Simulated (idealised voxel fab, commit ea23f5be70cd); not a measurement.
Process module, titled voxel local oxidation
Shown is cross-section cut, with a width of 220 nm and square cells of size 5 nm.
Throughout this document, each cross-section is represented as a grid of square cells and is presented as a sequence of bands enumerated from the top downward, where a band comprises one or more rows of cells. First you get the band's top height and its bottom height, in nm, and then the materials it's made of, left to right, with each width in nm. If you see a single material with "edge to edge", that one covers the band edge to edge. "empty" is empty space. Convention: height 0 is the level below which the wafer, as received, is all one material. The lowest band does not terminate at the bottom but continues downward, represented as "from 0 down". Width "30..40": first value at the band's top row of cells, second value at its bottom row, equal change from row to row. Any step labelled "nothing different" changed none of the cells in the cross-section. Heads up: "Internal closed voids" only lists the empty pockets with no open path to the top that are 8 cells or more, and it writes them as width x height at distance, distance from the left edge, in nm. Post-settings text on a step line: simulator's own remark regarding the step. overlay nm: mask offset rightward from planned place, masked step; negative means leftward offset.
## This section lists the process steps that were planned
1) RECEIVE, material Si
2) OXIDIZE, depth nm 5
3) CONFORMAL_DEP, material SiN, thk nm 15
4) PATTERN, tone cover, mask id ACTIVE, material resist, width nm 110, thk nm 15, overlay nm 0
5) DIRECTIONAL_ETCH, etch materials SiN, depth nm 15
6) STRIP, etch materials resist
7) SELECTIVE_ETCH, etch materials SiO2, depth nm 5
8) OXIDIZE, depth nm 10
9) STRIP, etch materials SiN
## Below: the first of two wafers, run as planned
## So this is the incoming wafer in cross-section - it's already been through step 1
* from 0 down = Si edge to edge
* Internal closed voids: none
## Upon completion of step 2, the wafer appears in cross-section as shown
* from 0 to -5 = SiO2 edge to edge
* For the remainder of the cross-section, below -5, there is no change.
## Upon completion of step 3, the wafer appears in cross-section as shown
* from 15 to 0 = SiN edge to edge
* For the remainder of the cross-section, below 0, there is no change.
## Upon completion of step 4, the wafer appears in cross-section as shown
* from 30 to 15 = empty=55, resist=110, empty=55
* For the remainder of the cross-section, below 15, there is no change.
## Upon completion of step 5, the wafer appears in cross-section as shown
* from 30 to 15 = empty=55, resist=110, empty=55
* from 15 to 0 = empty=55, SiN=110, empty=55
* For the remainder of the cross-section, below 0, there is no change.
## Upon completion of step 6, the wafer appears in cross-section as shown
* from 15 to 0 = empty=55, SiN=110, empty=55
* For the remainder of the cross-section, below 0, there is no change.
## Upon completion of step 7, the wafer appears in cross-section as shown
* from 15 to 0 = empty=55, SiN=110, empty=55
* from 0 to -5 = empty=60, SiO2=100, empty=60
* For the remainder of the cross-section, below -5, there is no change.
## Upon completion of step 8, the wafer appears in cross-section as shown
* from 15 to 0 = empty=55, SiN=110, empty=55
* from 0 to -5 = empty=60, SiO2=100, empty=60
* from -5 to -15 = SiO2=70, Si=80, SiO2=70
* For the remainder of the cross-section, below -15, there is no change.
## Upon completion of step 9, the wafer appears in cross-section as shown
* from 0 to -5 = empty=60, SiO2=100, empty=60
* For the remainder of the cross-section, below -5, there is no change.
## Wafer two. Identical start, identical plan. One mistake in execution. Identical history through step 3
## Second wafer, cut view, end of step 4 per plan
* from 30 to 15 = empty=50, resist=120, empty=50
* For the remainder of the cross-section, below 15, there is no change.
## Second wafer, cut view, end of step 5 per plan
* from 30 to 15 = empty=50, resist=120, empty=50
* from 15 to 0 = empty=50, SiN=120, empty=50
* For the remainder of the cross-section, below 0, there is no change.
## Second wafer, cut view, end of step 6 per plan
* from 15 to 0 = empty=50, SiN=120, empty=50
* For the remainder of the cross-section, below 0, there is no change.
## Second wafer, cut view, end of step 7 per plan
* from 15 to 0 = empty=50, SiN=120, empty=50
* from 0 to -5 = empty=55, SiO2=110, empty=55
* For the remainder of the cross-section, below -5, there is no change.
## Second wafer, cut view, end of step 8 per plan
* from 15 to 0 = empty=50, SiN=120, empty=50
* from 0 to -5 = empty=55, SiO2=110, empty=55
* from -5 to -15 = SiO2=65, Si=90, SiO2=65
* For the remainder of the cross-section, below -15, there is no change.
## Second wafer, cut view, end of step 9 per plan
* from 0 to -5 = empty=55, SiO2=110, empty=55
* For the remainder of the cross-section, below -5, there is no change.
Heads up, the wafer didn't run the way we planned it: not per plan at step 4, really ran PATTERN, tone cover, mask id ACTIVE, material resist, width nm 120, thk nm 15, overlay nm 0
Once processing is complete, comparing cell counts shows that the second wafer has more or fewer of certain materials than the first: Si +4; SiO2 -2
